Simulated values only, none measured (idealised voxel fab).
voxel released beams: a process module
The cross-section on display is named cut; it measures 205 nm wide, and its cells are 5 nm squares.
Reading order for cross-sections: top band down to bottom band. Underlying form: a grid of square cells. Band size: one or more rows of cells.
This entry defines a band. It first specifies the height of the band's top and the height of its bottom in nm, and then specifies the band's materials from left to right, stating each material with its width in nm. The word "edge to edge" identifies a single material that fills the band from edge to edge, while the word "blank" identifies empty space.
Ref level 0: as-received wafer is one material below here. Bottom band extends down with no lower bound ("0..down").
Width "30..40": first value at the band's top row of cells, second value at its bottom row, equal change from row to row.
Take "no change occurred" at face value: in the step it is given for, the cross-section changed in none of its cells.
Heads up: "Unvented cavities" only lists the empty pockets with no open path to the top that are 8 cells or more, and it writes them as width x height at distance, distance from the left edge, in nm.
Anything after a step's settings on that line? It's the simulator's own note about the step.
overlay nm: where the mask lay relative to plan, measured to the right, on steps with a mask; negatives go left.
-- Planned step list for the process
1,RECEIVE | material Si
2,CONFORMAL_DEP | material SiN | thk nm 10
3,DIRECTIONAL_DEP | material SiO2 | thk nm 15
4,DIRECTIONAL_DEP | material aC | thk nm 10
5,PATTERN | tone open | mask id ANCHOR | material resist | width nm 35 | thk nm 25 | overlay nm 0
6,DIRECTIONAL_ETCH | etch materials aC | depth nm 10
7,STRIP | etch materials resist
8,DIRECTIONAL_ETCH | etch materials SiO2 | depth nm 15
9,STRIP | etch materials aC
10,CONFORMAL_DEP | material TiN | thk nm 15
11,MASKED_ETCH | tone cover | mask id BEAM | width nm 80 | etch materials TiN | depth nm 15 | overlay nm 0
12,STRIP | etch materials SiO2
-- The first of the two wafers, which ran as planned
-- This is the cross-section of the wafer as we received it, i.e. after step 1
	0..down: Si edge to edge
	Unvented cavities: none
-- Wafer section view after processing step 2
	10..0: SiN edge to edge
	Everything below 0 is unchanged.
-- Wafer section view after processing step 3
	25..10: SiO2 edge to edge
	Everything below 10 is unchanged.
-- Wafer section view after processing step 4
	35..25: aC edge to edge
	Everything below 25 is unchanged.
-- Wafer section view after processing step 5
	60..35: 65 of resist, then 35 of blank, then 105 of resist
	Everything below 35 is unchanged.
-- Wafer section view after processing step 6
	50..35: 65 of resist, then 35 of blank, then 105 of resist
	35..25: 65 of aC, then 35 of blank, then 105 of aC
	Everything below 25 is unchanged.
-- Wafer section view after processing step 7
	35..25: 65 of aC, then 35 of blank, then 105 of aC
	Everything below 25 is unchanged.
-- Wafer section view after processing step 8
	35..25: 65 of aC, then 35 of blank, then 105 of aC
	25..10: 65 of SiO2, then 35 of blank, then 105 of SiO2
	Everything below 10 is unchanged.
-- Wafer section view after processing step 9
	25..10: 65 of SiO2, then 35 of blank, then 105 of SiO2
	Everything below 10 is unchanged.
-- Wafer section view after processing step 10
	40..25: 80 of TiN, then 5 of blank, then 120 of TiN
	25..10: 65 of SiO2, then 35 of TiN, then 105 of SiO2
	Everything below 10 is unchanged.
-- Wafer section view after processing step 11
	40..25: 60 of blank, then 20 of TiN, then 5 of blank, then 55 of TiN, then 65 of blank
	Everything below 25 is unchanged.
-- Wafer section view after processing step 12
	40..25: 60 of blank, then 20 of TiN, then 5 of blank, then 55 of TiN, then 65 of blank
	25..10: 65 of blank, then 35 of TiN, then 105 of blank
	Everything below 10 is unchanged.
-- Okay, second wafer. Nothing different at the start, nothing different in the plan, just one mistake somewhere in the running. As far as step 10, counting that step, it's the first wafer all over again
-- The second wafer cut through, at the time step 11 was supposed to be finished
	40..25: 70 of blank, then 10 of TiN, then 5 of blank, then 65 of TiN, then 55 of blank
	Everything below 25 is unchanged.
-- The second wafer cut through, at the time step 12 was supposed to be finished
	40..25: 70 of blank, then 10 of TiN, then 5 of blank, then 65 of TiN, then 55 of blank
	25..10: 65 of blank, then 35 of TiN, then 105 of blank
	Everything below 10 is unchanged.
Here's what went sideways: step 11 went in with a setting other than planned; the actual run was MASKED_ETCH | tone cover | mask id BEAM | width nm 80 | etch materials TiN | depth nm 15 | overlay nm 10
The two final wafers agree on how many cells each material fills and disagree on which cells those are.
